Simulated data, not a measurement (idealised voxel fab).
process module | voxel wiring stack
cross-section cut | 200 nm wide | cells 5 nm
A cross-section is a grid of square cells, given in bands from the top down. A band is one or more rows of cells.
Each band's line starts with the height of the band's top and of its bottom, in nm. Then come its materials from left to right, each with its width in nm. One material with "throughout" fills the band from edge to edge. "air" is empty space.
Height 0 is the level under which the wafer as received is all one material. The lowest band goes on downwards, as in "0 down".
A width such as "30 to 40" changes by the same amount from each row of cells to the next, from the band's top row to its bottom row.
"no change" after a step means that no cell of the cross-section changed.
closed voids: empty space of 8 cells or more with no open way to the top, each as width x height at its distance from the left edge, in nm
after a step's settings: what the simulator itself notes on the step
overlay nm, on a step with a mask: how far to the right of its planned place the mask lay; to the left if negative
plan
1 op RECEIVE | material Si
2 op CONFORMAL_DEP | material SiO2 | thk nm 10
3 op DIRECTIONAL_DEP | material TiN | thk nm 5
4 op DIRECTIONAL_DEP | material Ru | thk nm 25
5 op PATTERN | tone cover | mask id METAL_1 | material resist | width nm 30 | pitch nm 45 | thk nm 20 | overlay nm 0
6 op DIRECTIONAL_ETCH | etch materials Ru | depth nm 25
7 op DIRECTIONAL_ETCH | etch materials TiN | depth nm 5
8 op STRIP | etch materials resist
9 op FILL_DEP | material SiO2 | thk nm 10
10 op CMP | height nm 40
11 op CONFORMAL_DEP | material SiCN | thk nm 5
12 op DIRECTIONAL_DEP | material lowk | thk nm 10
13 op PATTERN | tone open | mask id PLUG_1 | material resist | width nm 15 | pitch nm 45 | thk nm 15 | overlay nm 0
14 op DIRECTIONAL_ETCH | etch materials lowk | depth nm 10
15 op DIRECTIONAL_ETCH | etch materials SiCN | depth nm 5
16 op STRIP | etch materials resist
17 op CONFORMAL_DEP | material TiN | thk nm 5
18 op FILL_DEP | material Cu | thk nm 5
19 op CMP | height nm 55
20 op CONFORMAL_DEP | material SiCN | thk nm 5
21 op DIRECTIONAL_DEP | material lowk | thk nm 25
22 op PATTERN | tone open | mask id METAL_2 | material resist | width nm 30 | pitch nm 45 | thk nm 15 | overlay nm 0
23 op DIRECTIONAL_ETCH | etch materials lowk | depth nm 25
24 op DIRECTIONAL_ETCH | etch materials SiCN | depth nm 5
25 op STRIP | etch materials resist
26 op CONFORMAL_DEP | material TiN | thk nm 5
27 op FILL_DEP | material Ru | thk nm 10
28 op CMP | height nm 85
29 op EPI | material Ru | thk nm 5
30 op FILL_DEP | material SiCN | thk nm 5
first wafer, as planned
as received, after step 1
  0 down: Si throughout
  closed voids: none
after step 2
  10 to 0: SiO2 throughout
  below 0: unchanged
after step 3
  15 to 10: TiN throughout
  below 10: unchanged
after step 4
  40 to 15: Ru throughout
  below 15: unchanged
after step 5
  60 to 40: air 40 | resist 30 | air 15 | resist 30 | air 15 | resist 30 | air 40
  below 40: unchanged
after step 6
  60 to 40: air 40 | resist 30 | air 15 | resist 30 | air 15 | resist 30 | air 40
  40 to 15: air 40 | Ru 30 | air 15 | Ru 30 | air 15 | Ru 30 | air 40
  below 15: unchanged
after step 7
  60 to 40: air 40 | resist 30 | air 15 | resist 30 | air 15 | resist 30 | air 40
  40 to 15: air 40 | Ru 30 | air 15 | Ru 30 | air 15 | Ru 30 | air 40
  15 to 10: air 40 | TiN 30 | air 15 | TiN 30 | air 15 | TiN 30 | air 40
  below 10: unchanged
after step 8
  40 to 15: air 40 | Ru 30 | air 15 | Ru 30 | air 15 | Ru 30 | air 40
  below 15: unchanged
after step 9
  50 to 40: SiO2 throughout
  40 to 15: SiO2 40 | Ru 30 | SiO2 15 | Ru 30 | SiO2 15 | Ru 30 | SiO2 40
  15 to 10: SiO2 40 | TiN 30 | SiO2 15 | TiN 30 | SiO2 15 | TiN 30 | SiO2 40
  below 10: unchanged
after step 10
  40 to 15: SiO2 40 | Ru 30 | SiO2 15 | Ru 30 | SiO2 15 | Ru 30 | SiO2 40
  below 15: unchanged
after step 11
  45 to 40: SiCN throughout
  below 40: unchanged
after step 12
  55 to 45: lowk throughout
  below 45: unchanged
after step 13
  70 to 55: resist 40 | air 15 | resist 30 | air 15 | resist 30 | air 15 | resist 55
  below 55: unchanged
after step 14
  70 to 55: resist 40 | air 15 | resist 30 | air 15 | resist 30 | air 15 | resist 55
  55 to 45: lowk 40 | air 15 | lowk 30 | air 15 | lowk 30 | air 15 | lowk 55
  below 45: unchanged
after step 15
  70 to 55: resist 40 | air 15 | resist 30 | air 15 | resist 30 | air 15 | resist 55
  55 to 45: lowk 40 | air 15 | lowk 30 | air 15 | lowk 30 | air 15 | lowk 55
  45 to 40: SiCN 40 | air 15 | SiCN 30 | air 15 | SiCN 30 | air 15 | SiCN 55
  below 40: unchanged
after step 16
  55 to 45: lowk 40 | air 15 | lowk 30 | air 15 | lowk 30 | air 15 | lowk 55
  below 45: unchanged
after step 17
  60 to 55: TiN 45 | air 5 | TiN 40 | air 5 | TiN 40 | air 5 | TiN 60
  55 to 45: lowk 40 | TiN 5 | air 5 | TiN 5 | lowk 30 | TiN 5 | air 5 | TiN 5 | lowk 30 | TiN 5 | air 5 | TiN 5 | lowk 55
  45 to 40: SiCN 40 | TiN 15 | SiCN 30 | TiN 15 | SiCN 30 | TiN 15 | SiCN 55
  below 40: unchanged
after step 18
  65 to 60: Cu throughout
  60 to 55: TiN 45 | Cu 5 | TiN 40 | Cu 5 | TiN 40 | Cu 5 | TiN 60
  55 to 45: lowk 40 | TiN 5 | Cu 5 | TiN 5 | lowk 30 | TiN 5 | Cu 5 | TiN 5 | lowk 30 | TiN 5 | Cu 5 | TiN 5 | lowk 55
  below 45: unchanged
after step 19
  55 to 45: lowk 40 | TiN 5 | Cu 5 | TiN 5 | lowk 30 | TiN 5 | Cu 5 | TiN 5 | lowk 30 | TiN 5 | Cu 5 | TiN 5 | lowk 55
  below 45: unchanged
after step 20
  60 to 55: SiCN throughout
  below 55: unchanged
after step 21
  85 to 60: lowk throughout
  below 60: unchanged
after step 22
  100 to 85: resist 40 | air 30 | resist 15 | air 30 | resist 15 | air 30 | resist 40
  below 85: unchanged
after step 23
  100 to 85: resist 40 | air 30 | resist 15 | air 30 | resist 15 | air 30 | resist 40
  85 to 60: lowk 40 | air 30 | lowk 15 | air 30 | lowk 15 | air 30 | lowk 40
  below 60: unchanged
after step 24
  100 to 85: resist 40 | air 30 | resist 15 | air 30 | resist 15 | air 30 | resist 40
  85 to 60: lowk 40 | air 30 | lowk 15 | air 30 | lowk 15 | air 30 | lowk 40
  60 to 55: SiCN 40 | air 30 | SiCN 15 | air 30 | SiCN 15 | air 30 | SiCN 40
  below 55: unchanged
after step 25
  85 to 60: lowk 40 | air 30 | lowk 15 | air 30 | lowk 15 | air 30 | lowk 40
  below 60: unchanged
after step 26
  90 to 85: TiN 45 | air 20 | TiN 25 | air 20 | TiN 25 | air 20 | TiN 45
  85 to 60: lowk 40 | TiN 5 | air 20 | TiN 5 | lowk 15 | TiN 5 | air 20 | TiN 5 | lowk 15 | TiN 5 | air 20 | TiN 5 | lowk 40
  60 to 55: SiCN 40 | TiN 30 | SiCN 15 | TiN 30 | SiCN 15 | TiN 30 | SiCN 40
  below 55: unchanged
after step 27
  100 to 90: Ru throughout
  90 to 85: TiN 45 | Ru 20 | TiN 25 | Ru 20 | TiN 25 | Ru 20 | TiN 45
  85 to 60: lowk 40 | TiN 5 | Ru 20 | TiN 5 | lowk 15 | TiN 5 | Ru 20 | TiN 5 | lowk 15 | TiN 5 | Ru 20 | TiN 5 | lowk 40
  below 60: unchanged
after step 28
  85 to 60: lowk 40 | TiN 5 | Ru 20 | TiN 5 | lowk 15 | TiN 5 | Ru 20 | TiN 5 | lowk 15 | TiN 5 | Ru 20 | TiN 5 | lowk 40
  below 60: unchanged
after step 29
  90 to 85: air 35 | Ru 40 | air 5 | Ru 40 | air 5 | Ru 40 | air 35
  below 85: unchanged
after step 30
  95 to 90: SiCN throughout
  90 to 85: SiCN 35 | Ru 40 | SiCN 5 | Ru 40 | SiCN 5 | Ru 40 | SiCN 35
  below 85: unchanged
second wafer: like start, like plan, one mistake. Through step 2 it matches the first wafer
when step 3 should have ended: no change
when step 4 should have ended
  35 to 10: Ru throughout
  below 10: unchanged
when step 5 should have ended
  55 to 35: air 40 | resist 30 | air 15 | resist 30 | air 15 | resist 30 | air 40
  below 35: unchanged
when step 6 should have ended
  55 to 35: air 40 | resist 30 | air 15 | resist 30 | air 15 | resist 30 | air 40
  35 to 10: air 40 | Ru 30 | air 15 | Ru 30 | air 15 | Ru 30 | air 40
  below 10: unchanged
when step 7 should have ended: no change
when step 8 should have ended
  35 to 10: air 40 | Ru 30 | air 15 | Ru 30 | air 15 | Ru 30 | air 40
  below 10: unchanged
when step 9 should have ended
  45 to 35: SiO2 throughout
  35 to 10: SiO2 40 | Ru 30 | SiO2 15 | Ru 30 | SiO2 15 | Ru 30 | SiO2 40
  below 10: unchanged
when step 10 should have ended
  40 to 35: SiO2 throughout
  below 35: unchanged
when step 11 should have ended
  45 to 40: SiCN throughout
  below 40: unchanged
when step 12 should have ended
  55 to 45: lowk throughout
  below 45: unchanged
when step 13 should have ended
  70 to 55: resist 40 | air 15 | resist 30 | air 15 | resist 30 | air 15 | resist 55
  below 55: unchanged
when step 14 should have ended
  70 to 55: resist 40 | air 15 | resist 30 | air 15 | resist 30 | air 15 | resist 55
  55 to 45: lowk 40 | air 15 | lowk 30 | air 15 | lowk 30 | air 15 | lowk 55
  below 45: unchanged
when step 15 should have ended
  70 to 55: resist 40 | air 15 | resist 30 | air 15 | resist 30 | air 15 | resist 55
  55 to 45: lowk 40 | air 15 | lowk 30 | air 15 | lowk 30 | air 15 | lowk 55
  45 to 40: SiCN 40 | air 15 | SiCN 30 | air 15 | SiCN 30 | air 15 | SiCN 55
  below 40: unchanged
when step 16 should have ended
  55 to 45: lowk 40 | air 15 | lowk 30 | air 15 | lowk 30 | air 15 | lowk 55
  below 45: unchanged
when step 17 should have ended
  60 to 55: TiN 45 | air 5 | TiN 40 | air 5 | TiN 40 | air 5 | TiN 60
  55 to 45: lowk 40 | TiN 5 | air 5 | TiN 5 | lowk 30 | TiN 5 | air 5 | TiN 5 | lowk 30 | TiN 5 | air 5 | TiN 5 | lowk 55
  45 to 40: SiCN 40 | TiN 15 | SiCN 30 | TiN 15 | SiCN 30 | TiN 15 | SiCN 55
  below 40: unchanged
when step 18 should have ended
  65 to 60: Cu throughout
  60 to 55: TiN 45 | Cu 5 | TiN 40 | Cu 5 | TiN 40 | Cu 5 | TiN 60
  55 to 45: lowk 40 | TiN 5 | Cu 5 | TiN 5 | lowk 30 | TiN 5 | Cu 5 | TiN 5 | lowk 30 | TiN 5 | Cu 5 | TiN 5 | lowk 55
  below 45: unchanged
when step 19 should have ended
  55 to 45: lowk 40 | TiN 5 | Cu 5 | TiN 5 | lowk 30 | TiN 5 | Cu 5 | TiN 5 | lowk 30 | TiN 5 | Cu 5 | TiN 5 | lowk 55
  below 45: unchanged
when step 20 should have ended
  60 to 55: SiCN throughout
  below 55: unchanged
when step 21 should have ended
  85 to 60: lowk throughout
  below 60: unchanged
when step 22 should have ended
  100 to 85: resist 40 | air 30 | resist 15 | air 30 | resist 15 | air 30 | resist 40
  below 85: unchanged
when step 23 should have ended
  100 to 85: resist 40 | air 30 | resist 15 | air 30 | resist 15 | air 30 | resist 40
  85 to 60: lowk 40 | air 30 | lowk 15 | air 30 | lowk 15 | air 30 | lowk 40
  below 60: unchanged
when step 24 should have ended
  100 to 85: resist 40 | air 30 | resist 15 | air 30 | resist 15 | air 30 | resist 40
  85 to 60: lowk 40 | air 30 | lowk 15 | air 30 | lowk 15 | air 30 | lowk 40
  60 to 55: SiCN 40 | air 30 | SiCN 15 | air 30 | SiCN 15 | air 30 | SiCN 40
  below 55: unchanged
when step 25 should have ended
  85 to 60: lowk 40 | air 30 | lowk 15 | air 30 | lowk 15 | air 30 | lowk 40
  below 60: unchanged
when step 26 should have ended
  90 to 85: TiN 45 | air 20 | TiN 25 | air 20 | TiN 25 | air 20 | TiN 45
  85 to 60: lowk 40 | TiN 5 | air 20 | TiN 5 | lowk 15 | TiN 5 | air 20 | TiN 5 | lowk 15 | TiN 5 | air 20 | TiN 5 | lowk 40
  60 to 55: SiCN 40 | TiN 30 | SiCN 15 | TiN 30 | SiCN 15 | TiN 30 | SiCN 40
  below 55: unchanged
when step 27 should have ended
  100 to 90: Ru throughout
  90 to 85: TiN 45 | Ru 20 | TiN 25 | Ru 20 | TiN 25 | Ru 20 | TiN 45
  85 to 60: lowk 40 | TiN 5 | Ru 20 | TiN 5 | lowk 15 | TiN 5 | Ru 20 | TiN 5 | lowk 15 | TiN 5 | Ru 20 | TiN 5 | lowk 40
  below 60: unchanged
when step 28 should have ended
  85 to 60: lowk 40 | TiN 5 | Ru 20 | TiN 5 | lowk 15 | TiN 5 | Ru 20 | TiN 5 | lowk 15 | TiN 5 | Ru 20 | TiN 5 | lowk 40
  below 60: unchanged
when step 29 should have ended
  90 to 85: air 35 | Ru 40 | air 5 | Ru 40 | air 5 | Ru 40 | air 35
  below 85: unchanged
when step 30 should have ended
  95 to 90: SiCN throughout
  90 to 85: SiCN 35 | Ru 40 | SiCN 5 | Ru 40 | SiCN 5 | Ru 40 | SiCN 35
  below 85: unchanged
what went wrong: step 3 was left out
at the end the second wafer has, in cells: 18 more of SiO2 | 18 fewer of TiN
